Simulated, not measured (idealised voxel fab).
This section sets out a process module, namely voxel spacer lines.
Cross-section cut: width 175 nm, square cells of 5 nm.
Reading order for cross-sections: top band down to bottom band. Underlying form: a grid of square cells. Band size: one or more rows of cells. Band entry format. Leading values: height of top, height of bottom, nm. Remainder: materials in left-to-right order, each with its width in nm. Special words: "full width" on a single material, which then fills the band edge to edge; "blank", empty space. Below 0: as-received wafer, all one material; heights counted from there. Lowest band: no bottom, goes on down, written "0 down". Read "30 to 40" as a graded width: first number on top, second number at the bottom, same change between each pair of neighbouring rows. Where a step carries "all unchanged", the cross-section came out of it unchanged, cell for cell. "Fully sealed voids" specifies each empty space that is not open to the top and that occupies no fewer than 8 cells, using the form width x height at distance, the distance measured from the left edge and all three quantities in nm. Anything after a step's settings on that line? It's the simulator's own note about the step. Regarding "overlay nm": on a step with a mask, it is the distance the mask lay to the right of its planned place; a negative value places it to the left.

### Intended process steps
1,RECEIVE [material Si]
2,CONFORMAL_DEP [material Al2O3] [thk nm 10]
3,DIRECTIONAL_DEP [material W] [thk nm 15]
4,DIRECTIONAL_DEP [material polySi] [thk nm 30]
5,PATTERN [tone cover] [mask id MANDREL] [material resist] [width nm 15] [pitch nm 50] [thk nm 35] [overlay nm 0]
6,DIRECTIONAL_ETCH [etch materials polySi] [depth nm 30]
7,STRIP [etch materials resist]
8,CONFORMAL_DEP [material SiO2] [thk nm 10]
9,DIRECTIONAL_ETCH [etch materials SiO2] [depth nm 10]
10,STRIP [etch materials polySi]
11,DIRECTIONAL_ETCH [etch materials W] [depth nm 15]
12,STRIP [etch materials SiO2]
13,FILL_DEP [material lowk] [thk nm 10]
14,CMP [height nm 25]

### Account of the first of two wafers, which was processed as intended

### Here's what the wafer looked like in cross-section when it arrived - that's after step 1
- 0 down = Si full width
- Fully sealed voids: none

### How the wafer stands in section after step 2
- 10 to 0 = Al2O3 full width
- Below 0 it's all the same as before, nothing changed down there.

### How the wafer stands in section after step 3
- 25 to 10 = W full width
- Below 10 it's all the same as before, nothing changed down there.

### How the wafer stands in section after step 4
- 55 to 25 = polySi full width
- Below 25 it's all the same as before, nothing changed down there.

### How the wafer stands in section after step 5
- 90 to 55 = blank: 30  resist: 15  blank: 35  resist: 15  blank: 35  resist: 15  blank: 30
- Below 55 it's all the same as before, nothing changed down there.

### How the wafer stands in section after step 6
- 90 to 55 = blank: 30  resist: 15  blank: 35  resist: 15  blank: 35  resist: 15  blank: 30
- 55 to 25 = blank: 30  polySi: 15  blank: 35  polySi: 15  blank: 35  polySi: 15  blank: 30
- Below 25 it's all the same as before, nothing changed down there.

### How the wafer stands in section after step 7
- 55 to 25 = blank: 30  polySi: 15  blank: 35  polySi: 15  blank: 35  polySi: 15  blank: 30
- Below 25 it's all the same as before, nothing changed down there.

### How the wafer stands in section after step 8
- 65 to 55 = blank: 20  SiO2: 35  blank: 15  SiO2: 35  blank: 15  SiO2: 35  blank: 20
- 55 to 35 = blank: 20  SiO2: 10  polySi: 15  SiO2: 10  blank: 15  SiO2: 10  polySi: 15  SiO2: 10  blank: 15  SiO2: 10  polySi: 15  SiO2: 10  blank: 20
- 35 to 25 = SiO2: 30  polySi: 15  SiO2: 35  polySi: 15  SiO2: 35  polySi: 15  SiO2: 30
- Below 25 it's all the same as before, nothing changed down there.

### How the wafer stands in section after step 9
- 55 to 25 = blank: 20  SiO2: 10  polySi: 15  SiO2: 10  blank: 15  SiO2: 10  polySi: 15  SiO2: 10  blank: 15  SiO2: 10  polySi: 15  SiO2: 10  blank: 20
- Below 25 it's all the same as before, nothing changed down there.

### How the wafer stands in section after step 10
- 55 to 25 = blank: 20  SiO2: 10  blank: 15  SiO2: 10  blank: 15  SiO2: 10  blank: 15  SiO2: 10  blank: 15  SiO2: 10  blank: 15  SiO2: 10  blank: 20
- Below 25 it's all the same as before, nothing changed down there.

### How the wafer stands in section after step 11
- 55 to 25 = blank: 20  SiO2: 10  blank: 15  SiO2: 10  blank: 15  SiO2: 10  blank: 15  SiO2: 10  blank: 15  SiO2: 10  blank: 15  SiO2: 10  blank: 20
- 25 to 10 = blank: 20  W: 10  blank: 15  W: 10  blank: 15  W: 10  blank: 15  W: 10  blank: 15  W: 10  blank: 15  W: 10  blank: 20
- Below 10 it's all the same as before, nothing changed down there.

### How the wafer stands in section after step 12
- 25 to 10 = blank: 20  W: 10  blank: 15  W: 10  blank: 15  W: 10  blank: 15  W: 10  blank: 15  W: 10  blank: 15  W: 10  blank: 20
- Below 10 it's all the same as before, nothing changed down there.

### How the wafer stands in section after step 13
- 35 to 25 = lowk full width
- 25 to 10 = lowk: 20  W: 10  lowk: 15  W: 10  lowk: 15  W: 10  lowk: 15  W: 10  lowk: 15  W: 10  lowk: 15  W: 10  lowk: 20
- Below 10 it's all the same as before, nothing changed down there.

### How the wafer stands in section after step 14
- 25 to 10 = lowk: 20  W: 10  lowk: 15  W: 10  lowk: 15  W: 10  lowk: 15  W: 10  lowk: 15  W: 10  lowk: 15  W: 10  lowk: 20
- Below 10 it's all the same as before, nothing changed down there.

### Now the other wafer: same start, same recipe, but we messed up one thing when running it. Up to and including step 12 it's the same as the first one

### when step 13 should have ended
- 35 to 25 = Al2O3 full width
- 25 to 10 = Al2O3: 20  W: 10  Al2O3: 15  W: 10  Al2O3: 15  W: 10  Al2O3: 15  W: 10  Al2O3: 15  W: 10  Al2O3: 15  W: 10  Al2O3: 20
- Below 10 it's all the same as before, nothing changed down there.

### when step 14 should have ended
- 25 to 10 = Al2O3: 20  W: 10  Al2O3: 15  W: 10  Al2O3: 15  W: 10  Al2O3: 15  W: 10  Al2O3: 15  W: 10  Al2O3: 15  W: 10  Al2O3: 20
- Below 10 it's all the same as before, nothing changed down there.
What was the processing mistake? step 13 ran as: FILL_DEP [material Al2O3] [thk nm 10]
End check, counted in cells, second wafer has more or fewer of these materials than the first: 69 more of Al2O3; 69 fewer of lowk
